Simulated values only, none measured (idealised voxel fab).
Title: Process Module voxel gate over fins
Cross-section cut: width 150 nm, square cells of 5 nm.
Reading order for cross-sections: top band down to bottom band. Underlying form: a grid of square cells. Band size: one or more rows of cells. Heights first: top, then bottom, in nm. Then materials, left to right, each with a width in nm. "everywhere" on a single material: fills the band edge to edge. "blank": empty space. Beneath 0, the wafer as received is one material, and that level is where height counting begins. The lowest band goes on downward without a bottom; it is written like "0..down". A width given as "30..40" starts at the first number in the band's top row and ends at the second number in its bottom row, shifting by an equal amount at every step from row to row. It should be understood that the words "no alterations made", when stated for a given step, signify that the cross-section underwent no change in any of its cells during that step. "Closed-off voids": sealed empty spaces, 8 cells or more, no open way to top, listed width x height at distance, with distance from the left edge and width, height and distance in nm. What comes after the settings on a step's line is commentary from the simulator itself on that step. If you see "overlay nm" on a step's line and that step has a mask, it's telling you how far right of where it was planned the mask ended up; a negative number means it went left instead.
[Planned process steps]
1) RECEIVE with material Si
2) CONFORMAL_DEP with material SiN, thk nm 5
3) DIRECTIONAL_DEP with material aC, thk nm 10
4) PATTERN with tone cover, mask id FINS, material resist, width nm 15, pitch nm 40, thk nm 25, overlay nm 0
5) DIRECTIONAL_ETCH with etch materials aC, depth nm 10
6) STRIP with etch materials resist
7) DIRECTIONAL_ETCH with etch materials SiN, depth nm 5
8) DIRECTIONAL_ETCH with etch materials Si, depth nm 30
9) STRIP with etch materials aC
10) FILL_DEP with material SiO2, thk nm 10
11) CMP with height nm 5
12) SELECTIVE_ETCH with etch materials SiO2, depth nm 15
13) STRIP with etch materials SiN
14) CONFORMAL_DEP with material HfO2, thk nm 5
15) CONFORMAL_DEP with material TiN, thk nm 5
16) FILL_DEP with material W, thk nm 10
17) CMP with height nm 15
18) CONFORMAL_DEP with material SiN, thk nm 5
[First wafer out of two, processed as planned]
[Shown in cross-section is the wafer as received, that is, as it stands after step 1]
* 0..down = Si everywhere
* Closed-off voids: none
[So this is the wafer cross-section right after step 2]
* 5..0 = SiN everywhere
* Rest of section, below 0: as before.
[So this is the wafer cross-section right after step 3]
* 15..5 = aC everywhere
* Rest of section, below 5: as before.
[So this is the wafer cross-section right after step 4]
* 40..15 = blank=45, then resist=15, then blank=25, then resist=15, then blank=50
* Rest of section, below 15: as before.
[So this is the wafer cross-section right after step 5]
* 30..15 = blank=45, then resist=15, then blank=25, then resist=15, then blank=50
* 15..5 = blank=45, then aC=15, then blank=25, then aC=15, then blank=50
* Rest of section, below 5: as before.
[So this is the wafer cross-section right after step 6]
* 15..5 = blank=45, then aC=15, then blank=25, then aC=15, then blank=50
* Rest of section, below 5: as before.
[So this is the wafer cross-section right after step 7]
* 15..5 = blank=45, then aC=15, then blank=25, then aC=15, then blank=50
* 5..0 = blank=45, then SiN=15, then blank=25, then SiN=15, then blank=50
* Rest of section, below 0: as before.
[So this is the wafer cross-section right after step 8]
* 15..5 = blank=45, then aC=15, then blank=25, then aC=15, then blank=50
* 5..0 = blank=45, then SiN=15, then blank=25, then SiN=15, then blank=50
* 0..-30 = blank=45, then Si=15, then blank=25, then Si=15, then blank=50
* Rest of section, below -30: as before.
[So this is the wafer cross-section right after step 9]
* 5..0 = blank=45, then SiN=15, then blank=25, then SiN=15, then blank=50
* Rest of section, below 0: as before.
[So this is the wafer cross-section right after step 10]
* 15..5 = SiO2 everywhere
* 5..0 = SiO2=45, then SiN=15, then SiO2=25, then SiN=15, then SiO2=50
* 0..-30 = SiO2=45, then Si=15, then SiO2=25, then Si=15, then SiO2=50
* Rest of section, below -30: as before.
[So this is the wafer cross-section right after step 11]
* 5..0 = SiO2=45, then SiN=15, then SiO2=25, then SiN=15, then SiO2=50
* Rest of section, below 0: as before.
[So this is the wafer cross-section right after step 12]
* 5..0 = blank=45, then SiN=15, then blank=25, then SiN=15, then blank=50
* 0..-10 = blank=45, then Si=15, then blank=25, then Si=15, then blank=50
* Rest of section, below -10: as before.
[So this is the wafer cross-section right after step 13]
* 0..-10 = blank=45, then Si=15, then blank=25, then Si=15, then blank=50
* Rest of section, below -10: as before.
[So this is the wafer cross-section right after step 14]
* 5..0 = blank=40, then HfO2=25, then blank=15, then HfO2=25, then blank=45
* 0..-5 = blank=40, then HfO2=5, then Si=15, then HfO2=5, then blank=15, then HfO2=5, then Si=15, then HfO2=5, then blank=45
* -5..-10 = HfO2=45, then Si=15, then HfO2=25, then Si=15, then HfO2=50
* Rest of section, below -10: as before.
[So this is the wafer cross-section right after step 15]
* 10..5 = blank=35, then TiN=35, then blank=5, then TiN=35, then blank=40
* 5..0 = blank=35, then TiN=5, then HfO2=25, then TiN=5, then blank=5, then TiN=5, then HfO2=25, then TiN=5, then blank=40
* 0..-5 = TiN=40, then HfO2=5, then Si=15, then HfO2=5, then TiN=15, then HfO2=5, then Si=15, then HfO2=5, then TiN=45
* Rest of section, below -5: as before.
[So this is the wafer cross-section right after step 16]
* 20..10 = W everywhere
* 10..5 = W=35, then TiN=35, then W=5, then TiN=35, then W=40
* 5..0 = W=35, then TiN=5, then HfO2=25, then TiN=5, then W=5, then TiN=5, then HfO2=25, then TiN=5, then W=40
* Rest of section, below 0: as before.
[So this is the wafer cross-section right after step 17]
* 15..10 = W everywhere
* Rest of section, below 10: as before.
[So this is the wafer cross-section right after step 18]
* 20..15 = SiN everywhere
* Rest of section, below 15: as before.
[It is to be noted that the second wafer proceeded from the same initial state and according to the same plan as the first, although one mistake was committed in its execution; through step 3, inclusive, the two wafers share an identical history]
[Second wafer cross-section, taken as of the time the plan sets for step 4 to be done]
* 40..15 = resist=45, then blank=15, then resist=25, then blank=15, then resist=50
* Rest of section, below 15: as before.
[Second wafer cross-section, taken as of the time the plan sets for step 5 to be done]
* 30..15 = resist=45, then blank=15, then resist=25, then blank=15, then resist=50
* 15..5 = aC=45, then blank=15, then aC=25, then blank=15, then aC=50
* Rest of section, below 5: as before.
[Second wafer cross-section, taken as of the time the plan sets for step 6 to be done]
* 15..5 = aC=45, then blank=15, then aC=25, then blank=15, then aC=50
* Rest of section, below 5: as before.
[Second wafer cross-section, taken as of the time the plan sets for step 7 to be done]
* 15..5 = aC=45, then blank=15, then aC=25, then blank=15, then aC=50
* 5..0 = SiN=45, then blank=15, then SiN=25, then blank=15, then SiN=50
* Rest of section, below 0: as before.
[Second wafer cross-section, taken as of the time the plan sets for step 8 to be done]
* 15..5 = aC=45, then blank=15, then aC=25, then blank=15, then aC=50
* 5..0 = SiN=45, then blank=15, then SiN=25, then blank=15, then SiN=50
* 0..-30 = Si=45, then blank=15, then Si=25, then blank=15, then Si=50
* Rest of section, below -30: as before.
[Second wafer cross-section, taken as of the time the plan sets for step 9 to be done]
* 5..0 = SiN=45, then blank=15, then SiN=25, then blank=15, then SiN=50
* Rest of section, below 0: as before.
[Second wafer cross-section, taken as of the time the plan sets for step 10 to be done]
* 15..5 = SiO2 everywhere
* 5..0 = SiN=45, then SiO2=15, then SiN=25, then SiO2=15, then SiN=50
* 0..-30 = Si=45, then SiO2=15, then Si=25, then SiO2=15, then Si=50
* Rest of section, below -30: as before.
[Second wafer cross-section, taken as of the time the plan sets for step 11 to be done]
* 5..0 = SiN=45, then SiO2=15, then SiN=25, then SiO2=15, then SiN=50
* Rest of section, below 0: as before.
[Second wafer cross-section, taken as of the time the plan sets for step 12 to be done]
* 5..0 = SiN=45, then blank=15, then SiN=25, then blank=15, then SiN=50
* 0..-10 = Si=45, then blank=15, then Si=25, then blank=15, then Si=50
* Rest of section, below -10: as before.
[Second wafer cross-section, taken as of the time the plan sets for step 13 to be done]
* 0..-10 = Si=45, then blank=15, then Si=25, then blank=15, then Si=50
* Rest of section, below -10: as before.
[Second wafer cross-section, taken as of the time the plan sets for step 14 to be done]
* 5..0 = HfO2=50, then blank=5, then HfO2=35, then blank=5, then HfO2=55
* 0..-5 = Si=45, then HfO2=5, then blank=5, then HfO2=5, then Si=25, then HfO2=5, then blank=5, then HfO2=5, then Si=50
* -5..-10 = Si=45, then HfO2=15, then Si=25, then HfO2=15, then Si=50
* Rest of section, below -10: as before.
[Second wafer cross-section, taken as of the time the plan sets for step 15 to be done]
* 10..5 = TiN everywhere
* 5..0 = HfO2=50, then TiN=5, then HfO2=35, then TiN=5, then HfO2=55
* 0..-5 = Si=45, then HfO2=5, then TiN=5, then HfO2=5, then Si=25, then HfO2=5, then TiN=5, then HfO2=5, then Si=50
* Rest of section, below -5: as before.
[Second wafer cross-section, taken as of the time the plan sets for step 16 to be done]
* 20..10 = W everywhere
* Rest of section, below 10: as before.
[Second wafer cross-section, taken as of the time the plan sets for step 17 to be done]
* 15..10 = W everywhere
* Rest of section, below 10: as before.
[Second wafer cross-section, taken as of the time the plan sets for step 18 to be done]
* 20..15 = SiN everywhere
* Rest of section, below 15: as before.
Deviation from plan: step 4 ran as: PATTERN with tone open, mask id FINS, material resist, width nm 15, pitch nm 40, thk nm 25, overlay nm 0
Final comparison by cell count, materials where the second wafer has more or fewer than the first: +108 Si | -72 SiO2 | -4 TiN | -32 W
